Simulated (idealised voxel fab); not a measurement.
process module | voxel transistor to metal
cross-section cut | 185 nm wide | cells 5 nm
A cross-section is a grid of square cells, given in bands from the top down. A band is one or more rows of cells.
Each band's line starts with the height of the band's top and of its bottom, in nm. Then come its materials from left to right, each with its width in nm. One material with "throughout" fills the band from edge to edge. "air" is empty space.
Height 0 is the level under which the wafer as received is all one material. The lowest band goes on downwards, as in "0 down".
A width such as "30 to 40" changes by the same amount from each row of cells to the next, from the band's top row to its bottom row.
"no change" after a step means that no cell of the cross-section changed.
closed voids: empty space of 8 cells or more with no open way to the top, each as width x height at its distance from the left edge, in nm
after a step's settings: what the simulator itself notes on the step
overlay nm, on a step with a mask: how far to the right of its planned place the mask lay; to the left if negative
plan
1 op RECEIVE | material Si
2 op OXIDIZE | depth nm 5
3 op CONFORMAL_DEP | material SiN | thk nm 10
4 op MASKED_ETCH | tone cover | mask id ACTIVE | width nm 105 | etch materials SiN | depth nm 10 | overlay nm 0
5 op MASKED_ETCH | tone cover | mask id ACTIVE | width nm 105 | etch materials SiO2 | depth nm 5 | overlay nm 0
6 op MASKED_ETCH | tone cover | mask id ACTIVE | width nm 105 | etch materials Si | depth nm 35 | overlay nm 0
7 op FILL_DEP | material SiO2 | thk nm 10
8 op CMP | height nm 10
9 op SELECTIVE_ETCH | etch materials SiO2 | depth nm 10
10 op STRIP | etch materials SiN
11 op SELECTIVE_ETCH | etch materials SiO2 | depth nm 5
12 op OXIDIZE | depth nm 5
13 op DIRECTIONAL_DEP | material polySi | thk nm 25
14 op DIRECTIONAL_DEP | material SiCN | thk nm 10
15 op MASKED_ETCH | tone cover | mask id GATE | width nm 15 | etch materials SiCN | depth nm 20 | overlay nm 0
16 op MASKED_ETCH | tone cover | mask id GATE | width nm 15 | etch materials polySi | depth nm 35 | overlay nm 0
17 op CONFORMAL_DEP | material SiO2 | thk nm 5
18 op DIRECTIONAL_ETCH | etch materials SiO2 | depth nm 5
19 op CONFORMAL_DEP | material SiN | thk nm 10
20 op DIRECTIONAL_ETCH | etch materials SiN | depth nm 10
21 op DIRECTIONAL_ETCH | etch materials SiO2 | depth nm 5
22 op EPI | material SiGe | thk nm 5
23 op FILL_DEP | material SiO2 | thk nm 10
24 op CMP | height nm 30
25 op DIRECTIONAL_DEP | material SiO2 | thk nm 10
26 op DIRECTIONAL_DEP | material aC | thk nm 10
27 op PATTERN | tone open | mask id CONTACT | material resist | width nm 35 | pitch nm 60 | thk nm 25 | overlay nm 0
28 op DIRECTIONAL_ETCH | etch materials aC | depth nm 10
29 op STRIP | etch materials resist
30 op DIRECTIONAL_ETCH | etch materials SiO2 | depth nm 45
31 op STRIP | etch materials aC
32 op CONFORMAL_DEP | material TiN | thk nm 5
33 op FILL_DEP | material Ru | thk nm 10
34 op CMP | height nm 40
35 op CONFORMAL_DEP | material SiN | thk nm 5
36 op DIRECTIONAL_DEP | material SiO2 | thk nm 15
37 op MASKED_ETCH | tone open | mask id METAL_1 | width nm 20 | pitch nm 75 | etch materials SiO2 | depth nm 15 | overlay nm 0
38 op MASKED_ETCH | tone open | mask id METAL_1 | width nm 20 | pitch nm 75 | etch materials SiN | depth nm 5 | overlay nm 0
39 op CONFORMAL_DEP | material TiN | thk nm 5
40 op FILL_DEP | material Ru | thk nm 10
41 op CMP | height nm 60
42 op CONFORMAL_DEP | material SiCN | thk nm 5
43 op DIRECTIONAL_DEP | material SiO2 | thk nm 30
44 op MASKED_ETCH | tone open | mask id METAL_2 | width nm 20 | pitch nm 75 | etch materials SiO2 | depth nm 15 | overlay nm 0
45 op PATTERN | tone open | mask id METAL_2_HOLES | material resist | width nm 15 | pitch nm 75 | thk nm 20 | overlay nm 0
46 op DIRECTIONAL_ETCH | etch materials SiO2 | depth nm 15
47 op DIRECTIONAL_ETCH | etch materials SiCN | depth nm 5
48 op STRIP | etch materials resist
49 op CONFORMAL_DEP | material TiN | thk nm 5
50 op FILL_DEP | material Ru | thk nm 5
51 op CMP | height nm 95
52 op CONFORMAL_DEP | material SiN | thk nm 5
as received, after step 1
  0 down: Si throughout
  closed voids: none
a wafer at the end: this start, this plan, one mistake
  100 to 95: SiN throughout
  95 to 85: SiO2 45 | TiN 5 | Ru 10 | TiN 5 | SiO2 55 | TiN 5 | Ru 10 | TiN 5 | SiO2 45
  85 to 80: SiO2 45 | TiN 5 | Ru 5 | TiN 10 | SiO2 55 | TiN 5 | Ru 5 | TiN 10 | SiO2 45
  80 to 65: SiO2 45 | TiN 5 | Ru 5 | TiN 5 | SiO2 60 | TiN 5 | Ru 5 | TiN 5 | SiO2 50
  65 to 60: SiCN 45 | TiN 15 | SiCN 60 | TiN 15 | SiCN 50
  60 to 45: SiO2 45 | TiN 5 | Ru 10 | TiN 5 | SiO2 55 | TiN 5 | Ru 10 | TiN 5 | SiO2 45
  45 to 40: SiN 45 | TiN 20 | SiN 55 | TiN 20 | SiN 45
  40 to 30: SiO2 45 | TiN 5 | Ru 25 | TiN 5 | SiO2 25 | TiN 5 | Ru 25 | TiN 5 | SiO2 45
  30 to 20: SiO2 45 | TiN 5 | Ru 25 | TiN 5 | SiO2 5 | SiCN 15 | SiO2 5 | TiN 5 | Ru 25 | TiN 5 | SiO2 45
  20 to 0: SiO2 45 | TiN 5 | Ru 25 | TiN 5 | SiO2 5 | polySi 15 | SiO2 5 | TiN 5 | Ru 25 | TiN 5 | SiO2 45
  0 to -5: SiO2 45 | TiN 35 | SiO2 5 | polySi 15 | SiO2 5 | TiN 35 | SiO2 45
  -5 to -10: SiO2 35 | SiGe 45 | SiO2 25 | SiGe 45 | SiO2 35
  -10 to -40: SiO2 40 | Si 105 | SiO2 40
  -40 down: Si throughout
  closed voids: none
what went wrong: step 19 was left out
